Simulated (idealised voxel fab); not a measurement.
You're looking at the process module voxel self aligned contacts.
In the cross-section labelled cut, the width is 185 nm and each square cell is 5 nm.
Notation: cross-section as square-cell grid; stated in bands, top first, going down; one or more cell rows per band. In this notation a band is specified by the heights of its top and bottom, in that order and in nm, after which its materials appear from left to right, each paired with its width in nm. The word "full width" attached to a single material means that material fills the band from edge to edge; the word "blank" stands for empty space. Height 0 is the level under which the wafer as received is all one material. The lowest band goes on downwards, as in "0 nm and below". Graded width ("30 to 40"): value in top row of band = first number; value in bottom row = second number; row-to-row change constant. No cell of the cross-section changed in a step that is given as "remained unchanged". Look at "Enclosed voids" for the closed voids: empty spaces with no open path to the top, sized 8 cells or up. Each is width x height at distance, distance from the left edge, all nm. The remark found on a step's line after its settings is issued by the simulator itself and pertains to that step. overlay nm, on a step with a mask: how far to the right of its planned place the mask lay; to the left if negative.

Here's what the planned process steps look like:
1) RECEIVE [material Si]
2) CONFORMAL_DEP [material SiO2] [thk nm 5]
3) DIRECTIONAL_DEP [material polySi] [thk nm 25]
4) DIRECTIONAL_DEP [material SiN] [thk nm 25]
5) DIRECTIONAL_DEP [material aC] [thk nm 15]
6) PATTERN [tone cover] [mask id GATE] [material resist] [width nm 30] [pitch nm 75] [thk nm 30] [overlay nm 0]
7) DIRECTIONAL_ETCH [etch materials aC] [depth nm 15]
8) STRIP [etch materials resist]
9) DIRECTIONAL_ETCH [etch materials SiN] [depth nm 25]
10) DIRECTIONAL_ETCH [etch materials polySi] [depth nm 25]
11) STRIP [etch materials aC]
12) CONFORMAL_DEP [material SiN] [thk nm 10]
13) DIRECTIONAL_ETCH [etch materials SiN] [depth nm 10]
14) FILL_DEP [material SiO2] [thk nm 15]
15) CMP [height nm 60]
16) MASKED_ETCH [tone open] [mask id CONTACT] [width nm 55] [etch materials SiO2] [depth nm 60] [overlay nm 0]
17) CONFORMAL_DEP [material TiN] [thk nm 5]
18) FILL_DEP [material Ru] [thk nm 10]
19) CMP [height nm 60]
20) CONFORMAL_DEP [material SiCN] [thk nm 5]

Run as planned: first of two wafers:

Cross-section of the incoming wafer, state after step 1:
- 0 nm and below | Si full width
- Enclosed voids: none

Upon completion of step 2, the wafer appears in cross-section as shown:
- 5 nm to 0 nm | SiO2 full width
- All layers under 0 are left as they were.

Upon completion of step 3, the wafer appears in cross-section as shown:
- 30 nm to 5 nm | polySi full width
- All layers under 5 are left as they were.

Upon completion of step 4, the wafer appears in cross-section as shown:
- 55 nm to 30 nm | SiN full width
- All layers under 30 are left as they were.

Upon completion of step 5, the wafer appears in cross-section as shown:
- 70 nm to 55 nm | aC full width
- All layers under 55 are left as they were.

Upon completion of step 6, the wafer appears in cross-section as shown:
- 100 nm to 70 nm | blank=40; resist=30; blank=45; resist=30; blank=40
- All layers under 70 are left as they were.

Upon completion of step 7, the wafer appears in cross-section as shown:
- 85 nm to 70 nm | blank=40; resist=30; blank=45; resist=30; blank=40
- 70 nm to 55 nm | blank=40; aC=30; blank=45; aC=30; blank=40
- All layers under 55 are left as they were.

Upon completion of step 8, the wafer appears in cross-section as shown:
- 70 nm to 55 nm | blank=40; aC=30; blank=45; aC=30; blank=40
- All layers under 55 are left as they were.

Upon completion of step 9, the wafer appears in cross-section as shown:
- 70 nm to 55 nm | blank=40; aC=30; blank=45; aC=30; blank=40
- 55 nm to 30 nm | blank=40; SiN=30; blank=45; SiN=30; blank=40
- All layers under 30 are left as they were.

Upon completion of step 10, the wafer appears in cross-section as shown:
- 70 nm to 55 nm | blank=40; aC=30; blank=45; aC=30; blank=40
- 55 nm to 30 nm | blank=40; SiN=30; blank=45; SiN=30; blank=40
- 30 nm to 5 nm | blank=40; polySi=30; blank=45; polySi=30; blank=40
- All layers under 5 are left as they were.

Upon completion of step 11, the wafer appears in cross-section as shown:
- 55 nm to 30 nm | blank=40; SiN=30; blank=45; SiN=30; blank=40
- All layers under 30 are left as they were.

Upon completion of step 12, the wafer appears in cross-section as shown:
- 65 nm to 30 nm | blank=30; SiN=50; blank=25; SiN=50; blank=30
- 30 nm to 15 nm | blank=30; SiN=10; polySi=30; SiN=10; blank=25; SiN=10; polySi=30; SiN=10; blank=30
- 15 nm to 5 nm | SiN=40; polySi=30; SiN=45; polySi=30; SiN=40
- All layers under 5 are left as they were.

Upon completion of step 13, the wafer appears in cross-section as shown:
- 55 nm to 30 nm | blank=30; SiN=50; blank=25; SiN=50; blank=30
- 30 nm to 5 nm | blank=30; SiN=10; polySi=30; SiN=10; blank=25; SiN=10; polySi=30; SiN=10; blank=30
- All layers under 5 are left as they were.

Upon completion of step 14, the wafer appears in cross-section as shown:
- 70 nm to 55 nm | SiO2 full width
- 55 nm to 30 nm | SiO2=30; SiN=50; SiO2=25; SiN=50; SiO2=30
- 30 nm to 5 nm | SiO2=30; SiN=10; polySi=30; SiN=10; SiO2=25; SiN=10; polySi=30; SiN=10; SiO2=30
- All layers under 5 are left as they were.

Upon completion of step 15, the wafer appears in cross-section as shown:
- 60 nm to 55 nm | SiO2 full width
- All layers under 55 are left as they were.

Upon completion of step 16, the wafer appears in cross-section as shown:
- 60 nm to 55 nm | SiO2=65; blank=55; SiO2=65
- 55 nm to 30 nm | SiO2=30; SiN=50; blank=25; SiN=50; SiO2=30
- 30 nm to 5 nm | SiO2=30; SiN=10; polySi=30; SiN=10; blank=25; SiN=10; polySi=30; SiN=10; SiO2=30
- 5 nm to 0 nm | SiO2=80; blank=25; SiO2=80
- All layers under 0 are left as they were.

Upon completion of step 17, the wafer appears in cross-section as shown:
- 65 nm to 60 nm | TiN=70; blank=45; TiN=70
- 60 nm to 55 nm | SiO2=65; TiN=20; blank=15; TiN=20; SiO2=65
- 55 nm to 30 nm | SiO2=30; SiN=50; TiN=5; blank=15; TiN=5; SiN=50; SiO2=30
- 30 nm to 5 nm | SiO2=30; SiN=10; polySi=30; SiN=10; TiN=5; blank=15; TiN=5; SiN=10; polySi=30; SiN=10; SiO2=30
- 5 nm to 0 nm | SiO2=80; TiN=25; SiO2=80
- All layers under 0 are left as they were.

Upon completion of step 18, the wafer appears in cross-section as shown:
- 75 nm to 65 nm | Ru full width
- 65 nm to 60 nm | TiN=70; Ru=45; TiN=70
- 60 nm to 55 nm | SiO2=65; TiN=20; Ru=15; TiN=20; SiO2=65
- 55 nm to 30 nm | SiO2=30; SiN=50; TiN=5; Ru=15; TiN=5; SiN=50; SiO2=30
- 30 nm to 5 nm | SiO2=30; SiN=10; polySi=30; SiN=10; TiN=5; Ru=15; TiN=5; SiN=10; polySi=30; SiN=10; SiO2=30
- All layers under 5 are left as they were.

Upon completion of step 19, the wafer appears in cross-section as shown:
- 60 nm to 55 nm | SiO2=65; TiN=20; Ru=15; TiN=20; SiO2=65
- All layers under 55 are left as they were.

Upon completion of step 20, the wafer appears in cross-section as shown:
- 65 nm to 60 nm | SiCN full width
- All layers under 60 are left as they were.

The second wafer was prepared from the same starting point and under the same plan as the first; its processing contained one mistake, and it remains indistinguishable from the first wafer up to and including step 15:

Look at the second wafer in cross-section at the time step 16 ought to have finished:
- 60 nm to 55 nm | SiO2=70; blank=50; SiO2=65
- 55 nm to 30 nm | SiO2=30; SiN=50; blank=25; SiN=50; SiO2=30
- 30 nm to 5 nm | SiO2=30; SiN=10; polySi=30; SiN=10; blank=25; SiN=10; polySi=30; SiN=10; SiO2=30
- 5 nm to 0 nm | SiO2=80; blank=25; SiO2=80
- All layers under 0 are left as they were.

Look at the second wafer in cross-section at the time step 17 ought to have finished:
- 65 nm to 60 nm | TiN=75; blank=40; TiN=70
- 60 nm to 55 nm | SiO2=70; TiN=15; blank=15; TiN=20; SiO2=65
- 55 nm to 30 nm | SiO2=30; SiN=50; TiN=5; blank=15; TiN=5; SiN=50; SiO2=30
- 30 nm to 5 nm | SiO2=30; SiN=10; polySi=30; SiN=10; TiN=5; blank=15; TiN=5; SiN=10; polySi=30; SiN=10; SiO2=30
- 5 nm to 0 nm | SiO2=80; TiN=25; SiO2=80
- All layers under 0 are left as they were.

Look at the second wafer in cross-section at the time step 18 ought to have finished:
- 75 nm to 65 nm | Ru full width
- 65 nm to 60 nm | TiN=75; Ru=40; TiN=70
- 60 nm to 55 nm | SiO2=70; TiN=15; Ru=15; TiN=20; SiO2=65
- 55 nm to 30 nm | SiO2=30; SiN=50; TiN=5; Ru=15; TiN=5; SiN=50; SiO2=30
- 30 nm to 5 nm | SiO2=30; SiN=10; polySi=30; SiN=10; TiN=5; Ru=15; TiN=5; SiN=10; polySi=30; SiN=10; SiO2=30
- All layers under 5 are left as they were.

Look at the second wafer in cross-section at the time step 19 ought to have finished:
- 60 nm to 55 nm | SiO2=70; TiN=15; Ru=15; TiN=20; SiO2=65
- All layers under 55 are left as they were.

Look at the second wafer in cross-section at the time step 20 ought to have finished:
- 65 nm to 60 nm | SiCN full width
- All layers under 60 are left as they were.
Error vs. plan: step 16 ran with different settings than intended, the actual operation and settings being MASKED_ETCH [tone open] [mask id CONTACT] [width nm 50] [etch materials SiO2] [depth nm 60] [overlay nm 0]
Final wafer comparison in cells, second versus first, more or fewer per material: SiO2 +1 | TiN -1
